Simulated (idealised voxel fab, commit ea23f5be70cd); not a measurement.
Process module under the name voxel spacer lines
175 nm wide, 5 nm square cells: that's cross-section cut.
Square cells in a grid make up a cross-section in this document, and the grid is given as bands, listed from the top down, each one or more rows of cells. The entry gives the band's vertical extent as a top height and a bottom height in nm, then its horizontal make-up as materials from left to right, each with a width in nm. "air" stands for empty space; a single material marked "all across" fills the band edge to edge. Height datum 0, below which the as-received substrate wafer is one material. Lowest band open at the bottom, running downward: "0 and below". Graded width ("30..40"): value in top row of band = first number; value in bottom row = second number; row-to-row change constant. The cross-section has no changed cell in any step marked "no alteration". What "Closed internal cavities" gives you is every empty space of 8 cells or more that is cut off from the top. Each appears as width x height at distance, with the distance taken from the left edge and width, height and distance all in nm. Read whatever lies past the settings on a step's line as the simulator's own remark about the step. The "overlay nm" setting may appear on a step's line; for a step that uses a mask, it gives how far to the right of its planned position the mask lay, and a negative value indicates the left.

## Below is the list of planned process steps
1 op RECEIVE | material Si
2 op CONFORMAL_DEP | material Al2O3 | thk nm 10
3 op DIRECTIONAL_DEP | material TiN | thk nm 15
4 op DIRECTIONAL_DEP | material polySi | thk nm 25
5 op PATTERN | tone cover | mask id MANDREL | material resist | width nm 25 | pitch nm 70 | thk nm 30 | overlay nm 0
6 op DIRECTIONAL_ETCH | etch materials polySi | depth nm 25
7 op STRIP | etch materials resist
8 op CONFORMAL_DEP | material SiN | thk nm 10
9 op DIRECTIONAL_ETCH | etch materials SiN | depth nm 10
10 op STRIP | etch materials polySi
11 op DIRECTIONAL_ETCH | etch materials TiN | depth nm 15
12 op STRIP | etch materials SiN

## This is the cross-section of the wafer as we received it, i.e. after step 1
- 0 and below | Si all across
- Closed internal cavities: none

## First of two wafers at the end of the module, shown in cross-section; run carried out as planned
- 25 down to 10 | air: 30 | TiN: 10 | air: 25 | TiN: 10 | air: 25 | TiN: 10 | air: 25 | TiN: 10 | air: 30
- 10 down to 0 | Al2O3 all across
- 0 and below | Si all across
- Closed internal cavities: none

## This cross-section belongs to the second wafer of two at the end of the module; the start and the plan were shared with the first, and the run included one mistake
- 20 down to 5 | air: 30 | TiN: 10 | air: 25 | TiN: 10 | air: 25 | TiN: 10 | air: 25 | TiN: 10 | air: 30
- 5 down to 0 | Al2O3 all across
- 0 and below | Si all across
- Closed internal cavities: none
Nonconformance to the process plan: step 2 did not happen as planned, as run it was op CONFORMAL_DEP | material Al2O3 | thk nm 5
Once processing is complete, comparing cell counts shows that the second wafer has more or fewer of certain materials than the first: -35 Al2O3
